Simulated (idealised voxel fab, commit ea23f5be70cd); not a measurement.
The name of this process module is voxel released beams.
The cross-section on display is named cut; it measures 140 nm wide, and its cells are 5 nm squares.
Heads up, the way a cross-section reads in here is a grid of square cells, handed over as bands from the top down, with every band being one or more rows of cells.
It is stipulated that each band's entry specify, in nanometres, the height of the top of the band and then that of its bottom, followed by the materials of the band in left-to-right sequence, each together with its width in nanometres. A single material marked by the word "everywhere" is understood to fill the band from edge to edge; the word "blank" is understood to denote empty space.
Height is counted from the level 0, under which the received wafer is composed throughout of one material. The lowest of the bands is not closed at the bottom but continues downward, in the notation "0..down".
A two-number width, for instance "30 to 40", indicates that the width is equal to the first number in the top row of the band and to the second number in the bottom row, and that it changes by a constant amount per row of cells.
A step reported as "remained unchanged" is a step in which no cell of the cross-section changed.
Under "Sealed void list" you'll find the enclosed gaps, the ones with no way out to the top, that are 8 cells or bigger; each reads width x height at distance, with distance counted from the left edge, everything in nm.
Anything after a step's settings on that line? It's the simulator's own note about the step.
Regarding "overlay nm": on a step with a mask, it is the distance the mask lay to the right of its planned place; a negative value places it to the left.

Planned step list for the process
1. RECEIVE [material Si]
2. CONFORMAL_DEP [material Al2O3] [thk nm 10]
3. DIRECTIONAL_DEP [material SiO2] [thk nm 20]
4. DIRECTIONAL_DEP [material aC] [thk nm 10]
5. PATTERN [tone open] [mask id ANCHOR] [material resist] [width nm 35] [thk nm 25] [overlay nm 0]
6. DIRECTIONAL_ETCH [etch materials aC] [depth nm 10]
7. STRIP [etch materials resist]
8. DIRECTIONAL_ETCH [etch materials SiO2] [depth nm 20]
9. STRIP [etch materials aC]
10. CONFORMAL_DEP [material W] [thk nm 15]
11. MASKED_ETCH [tone cover] [mask id BEAM] [width nm 105] [etch materials W] [depth nm 15] [overlay nm 0]
12. STRIP [etch materials SiO2]

Concerning the first of two wafers, which was run in accordance with the plan

So this is the incoming wafer in cross-section - it's already been through step 1
* 0..down: Si everywhere
* Sealed void list: none

Cross-section of the wafer after step 2
* 10..0: Al2O3 everywhere
* Below 0, the layers are the same as they were.

Cross-section of the wafer after step 3
* 30..10: SiO2 everywhere
* Below 10, the layers are the same as they were.

Cross-section of the wafer after step 4
* 40..30: aC everywhere
* Below 30, the layers are the same as they were.

Cross-section of the wafer after step 5
* 65..40: 20 nm resist; 35 nm blank; 85 nm resist
* Below 40, the layers are the same as they were.

Cross-section of the wafer after step 6
* 55..40: 20 nm resist; 35 nm blank; 85 nm resist
* 40..30: 20 nm aC; 35 nm blank; 85 nm aC
* Below 30, the layers are the same as they were.

Cross-section of the wafer after step 7
* 40..30: 20 nm aC; 35 nm blank; 85 nm aC
* Below 30, the layers are the same as they were.

Cross-section of the wafer after step 8
* 40..30: 20 nm aC; 35 nm blank; 85 nm aC
* 30..10: 20 nm SiO2; 35 nm blank; 85 nm SiO2
* Below 10, the layers are the same as they were.

Cross-section of the wafer after step 9
* 30..10: 20 nm SiO2; 35 nm blank; 85 nm SiO2
* Below 10, the layers are the same as they were.

Cross-section of the wafer after step 10
* 45..30: 35 nm W; 5 nm blank; 100 nm W
* 30..25: 20 nm SiO2; 15 nm W; 5 nm blank; 15 nm W; 85 nm SiO2
* 25..10: 20 nm SiO2; 35 nm W; 85 nm SiO2
* Below 10, the layers are the same as they were.

Cross-section of the wafer after step 11
* 45..30: 15 nm blank; 20 nm W; 5 nm blank; 80 nm W; 20 nm blank
* Below 30, the layers are the same as they were.

Cross-section of the wafer after step 12
* 45..30: 15 nm blank; 20 nm W; 5 nm blank; 80 nm W; 20 nm blank
* 30..25: 20 nm blank; 15 nm W; 5 nm blank; 15 nm W; 85 nm blank
* 25..10: 20 nm blank; 35 nm W; 85 nm blank
* Below 10, the layers are the same as they were.

Here the second wafer is described. Its start and its plan were those of the first wafer. Its run contained one mistake. Up to and including step 1, it did exactly what the first wafer did

Second wafer, sectioned view, at step 2's planned end time: remained unchanged

Second wafer, sectioned view, at step 3's planned end time
* 20..0: SiO2 everywhere
* Below 0, the layers are the same as they were.

Second wafer, sectioned view, at step 4's planned end time
* 30..20: aC everywhere
* Below 20, the layers are the same as they were.

Second wafer, sectioned view, at step 5's planned end time
* 55..30: 20 nm resist; 35 nm blank; 85 nm resist
* Below 30, the layers are the same as they were.

Second wafer, sectioned view, at step 6's planned end time
* 45..30: 20 nm resist; 35 nm blank; 85 nm resist
* 30..20: 20 nm aC; 35 nm blank; 85 nm aC
* Below 20, the layers are the same as they were.

Second wafer, sectioned view, at step 7's planned end time
* 30..20: 20 nm aC; 35 nm blank; 85 nm aC
* Below 20, the layers are the same as they were.

Second wafer, sectioned view, at step 8's planned end time
* 30..20: 20 nm aC; 35 nm blank; 85 nm aC
* 20..0: 20 nm SiO2; 35 nm blank; 85 nm SiO2
* Below 0, the layers are the same as they were.

Second wafer, sectioned view, at step 9's planned end time
* 20..0: 20 nm SiO2; 35 nm blank; 85 nm SiO2
* Below 0, the layers are the same as they were.

Second wafer, sectioned view, at step 10's planned end time
* 35..20: 35 nm W; 5 nm blank; 100 nm W
* 20..15: 20 nm SiO2; 15 nm W; 5 nm blank; 15 nm W; 85 nm SiO2
* 15..0: 20 nm SiO2; 35 nm W; 85 nm SiO2
* Below 0, the layers are the same as they were.

Second wafer, sectioned view, at step 11's planned end time
* 35..20: 15 nm blank; 20 nm W; 5 nm blank; 80 nm W; 20 nm blank
* Below 20, the layers are the same as they were.

Second wafer, sectioned view, at step 12's planned end time
* 35..20: 15 nm blank; 20 nm W; 5 nm blank; 80 nm W; 20 nm blank
* 20..15: 20 nm blank; 15 nm W; 5 nm blank; 15 nm W; 85 nm blank
* 15..0: 20 nm blank; 35 nm W; 85 nm blank
* Below 0, the layers are the same as they were.
The plan and the run diverged here: plan step 2 skipped
Upon completion, the second wafer contains, in terms of cells, a greater or smaller amount of certain materials than the first wafer: Al2O3: 56 fewer
